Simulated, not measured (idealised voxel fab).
Process module heading - voxel self aligned contacts
Square cells of 5 nm make up the cross-section cut, whose width is 300 nm.
Think of the cross-section as a grid of square cells. We describe it in bands, top to bottom, and each band covers one or more rows of those cells.
First you get the band's top height and its bottom height, in nm, and then the materials it's made of, left to right, with each width in nm. If you see a single material with "throughout", that one covers the band edge to edge. "blank" is empty space.
Heights from 0 (as-received wafer is one material below). Bottom band endless downward, as "0 -> down".
You'd read "30..40" like this: the band's top row of cells is as wide as the first number, its bottom row is as wide as the second, and going down, every row changes width by the same amount as the row before did.
When a step is marked "changes: none", none of the cells in the cross-section changed during that step.
Listed in "Cavities, sealed": every empty space of 8 or more cells without an open way to the top. Form: width x height at distance, the distance being from the left edge, all in nm.
That trailing text on a step's line, after the settings, is the simulator's own remark on the step.
overlay nm: step with mask; distance mask lay right of planned place; negative value = left of planned place.

STEPS IN THE PROCESS PLAN
step 1: RECEIVE | material Si
step 2: OXIDIZE | depth nm 5
step 3: DIRECTIONAL_DEP | material polySi | thk nm 30
step 4: DIRECTIONAL_DEP | material SiN | thk nm 20
step 5: PATTERN | tone cover | mask id GATE | material resist | width nm 25 | pitch nm 60 | thk nm 20 | overlay nm 0
step 6: DIRECTIONAL_ETCH | etch materials SiN | depth nm 20
step 7: DIRECTIONAL_ETCH | etch materials polySi | depth nm 30
step 8: STRIP | etch materials resist
step 9: CONFORMAL_DEP | material SiN | thk nm 10
step 10: DIRECTIONAL_ETCH | etch materials SiN | depth nm 10
step 11: FILL_DEP | material SiO2 | thk nm 15
step 12: CMP | height nm 55
step 13: DIRECTIONAL_DEP | material aC | thk nm 15
step 14: PATTERN | tone open | mask id CONTACT | material resist | width nm 45 | pitch nm 60 | thk nm 30 | overlay nm 0
step 15: DIRECTIONAL_ETCH | etch materials aC | depth nm 15
step 16: STRIP | etch materials resist
step 17: DIRECTIONAL_ETCH | etch materials SiO2 | depth nm 60
step 18: STRIP | etch materials aC
step 19: CONFORMAL_DEP | material TiN | thk nm 5
step 20: FILL_DEP | material W | thk nm 5
step 21: CMP | height nm 55
step 22: CONFORMAL_DEP | material SiCN | thk nm 5

RUN AS PLANNED: FIRST OF TWO WAFERS

WAFER AS RECEIVED: CROSS-SECTION FOLLOWING STEP 1
0 -> down  Si throughout
Cavities, sealed: none

WAFER AFTER STEP 2 (CROSS-SECTION)
0 -> -5  SiO2 throughout
Lower than -5, everything is as it was.

WAFER AFTER STEP 3 (CROSS-SECTION)
30 -> 0  polySi throughout
Lower than 0, everything is as it was.

WAFER AFTER STEP 4 (CROSS-SECTION)
50 -> 30  SiN throughout
Lower than 30, everything is as it was.

WAFER AFTER STEP 5 (CROSS-SECTION)
70 -> 50  75 of blank  25 of resist  35 of blank  25 of resist  35 of blank  25 of resist  80 of blank
Lower than 50, everything is as it was.

WAFER AFTER STEP 6 (CROSS-SECTION)
70 -> 50  75 of blank  25 of resist  35 of blank  25 of resist  35 of blank  25 of resist  80 of blank
50 -> 30  75 of blank  25 of SiN  35 of blank  25 of SiN  35 of blank  25 of SiN  80 of blank
Lower than 30, everything is as it was.

WAFER AFTER STEP 7 (CROSS-SECTION)
70 -> 50  75 of blank  25 of resist  35 of blank  25 of resist  35 of blank  25 of resist  80 of blank
50 -> 30  75 of blank  25 of SiN  35 of blank  25 of SiN  35 of blank  25 of SiN  80 of blank
30 -> 0  75 of blank  25 of polySi  35 of blank  25 of polySi  35 of blank  25 of polySi  80 of blank
Lower than 0, everything is as it was.

WAFER AFTER STEP 8 (CROSS-SECTION)
50 -> 30  75 of blank  25 of SiN  35 of blank  25 of SiN  35 of blank  25 of SiN  80 of blank
Lower than 30, everything is as it was.

WAFER AFTER STEP 9 (CROSS-SECTION)
60 -> 30  65 of blank  45 of SiN  15 of blank  45 of SiN  15 of blank  45 of SiN  70 of blank
30 -> 10  65 of blank  10 of SiN  25 of polySi  10 of SiN  15 of blank  10 of SiN  25 of polySi  10 of SiN  15 of blank  10 of SiN  25 of polySi  10 of SiN  70 of blank
10 -> 0  75 of SiN  25 of polySi  35 of SiN  25 of polySi  35 of SiN  25 of polySi  80 of SiN
Lower than 0, everything is as it was.

WAFER AFTER STEP 10 (CROSS-SECTION)
50 -> 30  65 of blank  45 of SiN  15 of blank  45 of SiN  15 of blank  45 of SiN  70 of blank
30 -> 0  65 of blank  10 of SiN  25 of polySi  10 of SiN  15 of blank  10 of SiN  25 of polySi  10 of SiN  15 of blank  10 of SiN  25 of polySi  10 of SiN  70 of blank
Lower than 0, everything is as it was.

WAFER AFTER STEP 11 (CROSS-SECTION)
65 -> 50  SiO2 throughout
50 -> 30  65 of SiO2  45 of SiN  15 of SiO2  45 of SiN  15 of SiO2  45 of SiN  70 of SiO2
30 -> 0  65 of SiO2  10 of SiN  25 of polySi  10 of SiN  15 of SiO2  10 of SiN  25 of polySi  10 of SiN  15 of SiO2  10 of SiN  25 of polySi  10 of SiN  70 of SiO2
Lower than 0, everything is as it was.

WAFER AFTER STEP 12 (CROSS-SECTION)
55 -> 50  SiO2 throughout
Lower than 50, everything is as it was.

WAFER AFTER STEP 13 (CROSS-SECTION)
70 -> 55  aC throughout
Lower than 55, everything is as it was.

WAFER AFTER STEP 14 (CROSS-SECTION)
100 -> 70  95 of resist  45 of blank  15 of resist  45 of blank  100 of resist
Lower than 70, everything is as it was.

WAFER AFTER STEP 15 (CROSS-SECTION)
85 -> 70  95 of resist  45 of blank  15 of resist  45 of blank  100 of resist
70 -> 55  95 of aC  45 of blank  15 of aC  45 of blank  100 of aC
Lower than 55, everything is as it was.

WAFER AFTER STEP 16 (CROSS-SECTION)
70 -> 55  95 of aC  45 of blank  15 of aC  45 of blank  100 of aC
Lower than 55, everything is as it was.

WAFER AFTER STEP 17 (CROSS-SECTION)
70 -> 55  95 of aC  45 of blank  15 of aC  45 of blank  100 of aC
55 -> 50  95 of SiO2  45 of blank  15 of SiO2  45 of blank  100 of SiO2
50 -> 30  65 of SiO2  45 of SiN  15 of blank  45 of SiN  15 of blank  45 of SiN  70 of SiO2
30 -> 0  65 of SiO2  10 of SiN  25 of polySi  10 of SiN  15 of blank  10 of SiN  25 of polySi  10 of SiN  15 of blank  10 of SiN  25 of polySi  10 of SiN  70 of SiO2
0 -> -5  110 of SiO2  15 of blank  45 of SiO2  15 of blank  115 of SiO2
Lower than -5, everything is as it was.

WAFER AFTER STEP 18 (CROSS-SECTION)
55 -> 50  95 of SiO2  45 of blank  15 of SiO2  45 of blank  100 of SiO2
Lower than 50, everything is as it was.

WAFER AFTER STEP 19 (CROSS-SECTION)
60 -> 55  100 of TiN  35 of blank  25 of TiN  35 of blank  105 of TiN
55 -> 50  95 of SiO2  20 of TiN  5 of blank  20 of TiN  15 of SiO2  20 of TiN  5 of blank  20 of TiN  100 of SiO2
50 -> 30  65 of SiO2  45 of SiN  5 of TiN  5 of blank  5 of TiN  45 of SiN  5 of TiN  5 of blank  5 of TiN  45 of SiN  70 of SiO2
30 -> 0  65 of SiO2  10 of SiN  25 of polySi  10 of SiN  5 of TiN  5 of blank  5 of TiN  10 of SiN  25 of polySi  10 of SiN  5 of TiN  5 of blank  5 of TiN  10 of SiN  25 of polySi  10 of SiN  70 of SiO2
0 -> -5  110 of SiO2  15 of TiN  45 of SiO2  15 of TiN  115 of SiO2
Lower than -5, everything is as it was.

WAFER AFTER STEP 20 (CROSS-SECTION)
65 -> 60  W throughout
60 -> 55  100 of TiN  35 of W  25 of TiN  35 of W  105 of TiN
55 -> 50  95 of SiO2  20 of TiN  5 of W  20 of TiN  15 of SiO2  20 of TiN  5 of W  20 of TiN  100 of SiO2
50 -> 30  65 of SiO2  45 of SiN  5 of TiN  5 of W  5 of TiN  45 of SiN  5 of TiN  5 of W  5 of TiN  45 of SiN  70 of SiO2
30 -> 0  65 of SiO2  10 of SiN  25 of polySi  10 of SiN  5 of TiN  5 of W  5 of TiN  10 of SiN  25 of polySi  10 of SiN  5 of TiN  5 of W  5 of TiN  10 of SiN  25 of polySi  10 of SiN  70 of SiO2
Lower than 0, everything is as it was.

WAFER AFTER STEP 21 (CROSS-SECTION)
55 -> 50  95 of SiO2  20 of TiN  5 of W  20 of TiN  15 of SiO2  20 of TiN  5 of W  20 of TiN  100 of SiO2
Lower than 50, everything is as it was.

WAFER AFTER STEP 22 (CROSS-SECTION)
60 -> 55  SiCN throughout
Lower than 55, everything is as it was.

SECOND WAFER (IDENTICAL START AND PLAN, ONE PROCESSING ERROR; MATCHES FIRST WAFER THROUGH STEP 4)

CROSS-SECTION OF THE SECOND WAFER AT THE TIME BY WHICH STEP 5 SHOULD HAVE BEEN COMPLETED ACCORDING TO THE PLAN
70 -> 50  80 of blank  25 of resist  35 of blank  25 of resist  35 of blank  25 of resist  75 of blank
Lower than 50, everything is as it was.

CROSS-SECTION OF THE SECOND WAFER AT THE TIME BY WHICH STEP 6 SHOULD HAVE BEEN COMPLETED ACCORDING TO THE PLAN
70 -> 50  80 of blank  25 of resist  35 of blank  25 of resist  35 of blank  25 of resist  75 of blank
50 -> 30  80 of blank  25 of SiN  35 of blank  25 of SiN  35 of blank  25 of SiN  75 of blank
Lower than 30, everything is as it was.

CROSS-SECTION OF THE SECOND WAFER AT THE TIME BY WHICH STEP 7 SHOULD HAVE BEEN COMPLETED ACCORDING TO THE PLAN
70 -> 50  80 of blank  25 of resist  35 of blank  25 of resist  35 of blank  25 of resist  75 of blank
50 -> 30  80 of blank  25 of SiN  35 of blank  25 of SiN  35 of blank  25 of SiN  75 of blank
30 -> 0  80 of blank  25 of polySi  35 of blank  25 of polySi  35 of blank  25 of polySi  75 of blank
Lower than 0, everything is as it was.

CROSS-SECTION OF THE SECOND WAFER AT THE TIME BY WHICH STEP 8 SHOULD HAVE BEEN COMPLETED ACCORDING TO THE PLAN
50 -> 30  80 of blank  25 of SiN  35 of blank  25 of SiN  35 of blank  25 of SiN  75 of blank
Lower than 30, everything is as it was.

CROSS-SECTION OF THE SECOND WAFER AT THE TIME BY WHICH STEP 9 SHOULD HAVE BEEN COMPLETED ACCORDING TO THE PLAN
60 -> 30  70 of blank  45 of SiN  15 of blank  45 of SiN  15 of blank  45 of SiN  65 of blank
30 -> 10  70 of blank  10 of SiN  25 of polySi  10 of SiN  15 of blank  10 of SiN  25 of polySi  10 of SiN  15 of blank  10 of SiN  25 of polySi  10 of SiN  65 of blank
10 -> 0  80 of SiN  25 of polySi  35 of SiN  25 of polySi  35 of SiN  25 of polySi  75 of SiN
Lower than 0, everything is as it was.

CROSS-SECTION OF THE SECOND WAFER AT THE TIME BY WHICH STEP 10 SHOULD HAVE BEEN COMPLETED ACCORDING TO THE PLAN
50 -> 30  70 of blank  45 of SiN  15 of blank  45 of SiN  15 of blank  45 of SiN  65 of blank
30 -> 0  70 of blank  10 of SiN  25 of polySi  10 of SiN  15 of blank  10 of SiN  25 of polySi  10 of SiN  15 of blank  10 of SiN  25 of polySi  10 of SiN  65 of blank
Lower than 0, everything is as it was.

CROSS-SECTION OF THE SECOND WAFER AT THE TIME BY WHICH STEP 11 SHOULD HAVE BEEN COMPLETED ACCORDING TO THE PLAN
65 -> 50  SiO2 throughout
50 -> 30  70 of SiO2  45 of SiN  15 of SiO2  45 of SiN  15 of SiO2  45 of SiN  65 of SiO2
30 -> 0  70 of SiO2  10 of SiN  25 of polySi  10 of SiN  15 of SiO2  10 of SiN  25 of polySi  10 of SiN  15 of SiO2  10 of SiN  25 of polySi  10 of SiN  65 of SiO2
Lower than 0, everything is as it was.

CROSS-SECTION OF THE SECOND WAFER AT THE TIME BY WHICH STEP 12 SHOULD HAVE BEEN COMPLETED ACCORDING TO THE PLAN
55 -> 50  SiO2 throughout
Lower than 50, everything is as it was.

CROSS-SECTION OF THE SECOND WAFER AT THE TIME BY WHICH STEP 13 SHOULD HAVE BEEN COMPLETED ACCORDING TO THE PLAN
70 -> 55  aC throughout
Lower than 55, everything is as it was.

CROSS-SECTION OF THE SECOND WAFER AT THE TIME BY WHICH STEP 14 SHOULD HAVE BEEN COMPLETED ACCORDING TO THE PLAN
100 -> 70  95 of resist  45 of blank  15 of resist  45 of blank  100 of resist
Lower than 70, everything is as it was.

CROSS-SECTION OF THE SECOND WAFER AT THE TIME BY WHICH STEP 15 SHOULD HAVE BEEN COMPLETED ACCORDING TO THE PLAN
85 -> 70  95 of resist  45 of blank  15 of resist  45 of blank  100 of resist
70 -> 55  95 of aC  45 of blank  15 of aC  45 of blank  100 of aC
Lower than 55, everything is as it was.

CROSS-SECTION OF THE SECOND WAFER AT THE TIME BY WHICH STEP 16 SHOULD HAVE BEEN COMPLETED ACCORDING TO THE PLAN
70 -> 55  95 of aC  45 of blank  15 of aC  45 of blank  100 of aC
Lower than 55, everything is as it was.

CROSS-SECTION OF THE SECOND WAFER AT THE TIME BY WHICH STEP 17 SHOULD HAVE BEEN COMPLETED ACCORDING TO THE PLAN
70 -> 55  95 of aC  45 of blank  15 of aC  45 of blank  100 of aC
55 -> 50  95 of SiO2  45 of blank  15 of SiO2  45 of blank  100 of SiO2
50 -> 30  70 of SiO2  45 of SiN  15 of blank  45 of SiN  15 of blank  45 of SiN  65 of SiO2
30 -> 0  70 of SiO2  10 of SiN  25 of polySi  10 of SiN  15 of blank  10 of SiN  25 of polySi  10 of SiN  15 of blank  10 of SiN  25 of polySi  10 of SiN  65 of SiO2
0 -> -5  115 of SiO2  15 of blank  45 of SiO2  15 of blank  110 of SiO2
Lower than -5, everything is as it was.

CROSS-SECTION OF THE SECOND WAFER AT THE TIME BY WHICH STEP 18 SHOULD HAVE BEEN COMPLETED ACCORDING TO THE PLAN
55 -> 50  95 of SiO2  45 of blank  15 of SiO2  45 of blank  100 of SiO2
Lower than 50, everything is as it was.

CROSS-SECTION OF THE SECOND WAFER AT THE TIME BY WHICH STEP 19 SHOULD HAVE BEEN COMPLETED ACCORDING TO THE PLAN
60 -> 55  100 of TiN  35 of blank  25 of TiN  35 of blank  105 of TiN
55 -> 50  95 of SiO2  25 of TiN  5 of blank  15 of TiN  15 of SiO2  25 of TiN  5 of blank  15 of TiN  100 of SiO2
50 -> 30  70 of SiO2  45 of SiN  5 of TiN  5 of blank  5 of TiN  45 of SiN  5 of TiN  5 of blank  5 of TiN  45 of SiN  65 of SiO2
30 -> 0  70 of SiO2  10 of SiN  25 of polySi  10 of SiN  5 of TiN  5 of blank  5 of TiN  10 of SiN  25 of polySi  10 of SiN  5 of TiN  5 of blank  5 of TiN  10 of SiN  25 of polySi  10 of SiN  65 of SiO2
0 -> -5  115 of SiO2  15 of TiN  45 of SiO2  15 of TiN  110 of SiO2
Lower than -5, everything is as it was.

CROSS-SECTION OF THE SECOND WAFER AT THE TIME BY WHICH STEP 20 SHOULD HAVE BEEN COMPLETED ACCORDING TO THE PLAN
65 -> 60  W throughout
60 -> 55  100 of TiN  35 of W  25 of TiN  35 of W  105 of TiN
55 -> 50  95 of SiO2  25 of TiN  5 of W  15 of TiN  15 of SiO2  25 of TiN  5 of W  15 of TiN  100 of SiO2
50 -> 30  70 of SiO2  45 of SiN  5 of TiN  5 of W  5 of TiN  45 of SiN  5 of TiN  5 of W  5 of TiN  45 of SiN  65 of SiO2
30 -> 0  70 of SiO2  10 of SiN  25 of polySi  10 of SiN  5 of TiN  5 of W  5 of TiN  10 of SiN  25 of polySi  10 of SiN  5 of TiN  5 of W  5 of TiN  10 of SiN  25 of polySi  10 of SiN  65 of SiO2
Lower than 0, everything is as it was.

CROSS-SECTION OF THE SECOND WAFER AT THE TIME BY WHICH STEP 21 SHOULD HAVE BEEN COMPLETED ACCORDING TO THE PLAN
55 -> 50  95 of SiO2  25 of TiN  5 of W  15 of TiN  15 of SiO2  25 of TiN  5 of W  15 of TiN  100 of SiO2
Lower than 50, everything is as it was.

CROSS-SECTION OF THE SECOND WAFER AT THE TIME BY WHICH STEP 22 SHOULD HAVE BEEN COMPLETED ACCORDING TO THE PLAN
60 -> 55  SiCN throughout
Lower than 55, everything is as it was.
What went wrong in running the wafer? step 5 off recipe, ran as PATTERN | tone cover | mask id GATE | material resist | width nm 25 | pitch nm 60 | thk nm 20 | overlay nm 5
By the end, you'd get the same cell count for each material on either wafer, but the second wafer puts them somewhere else.
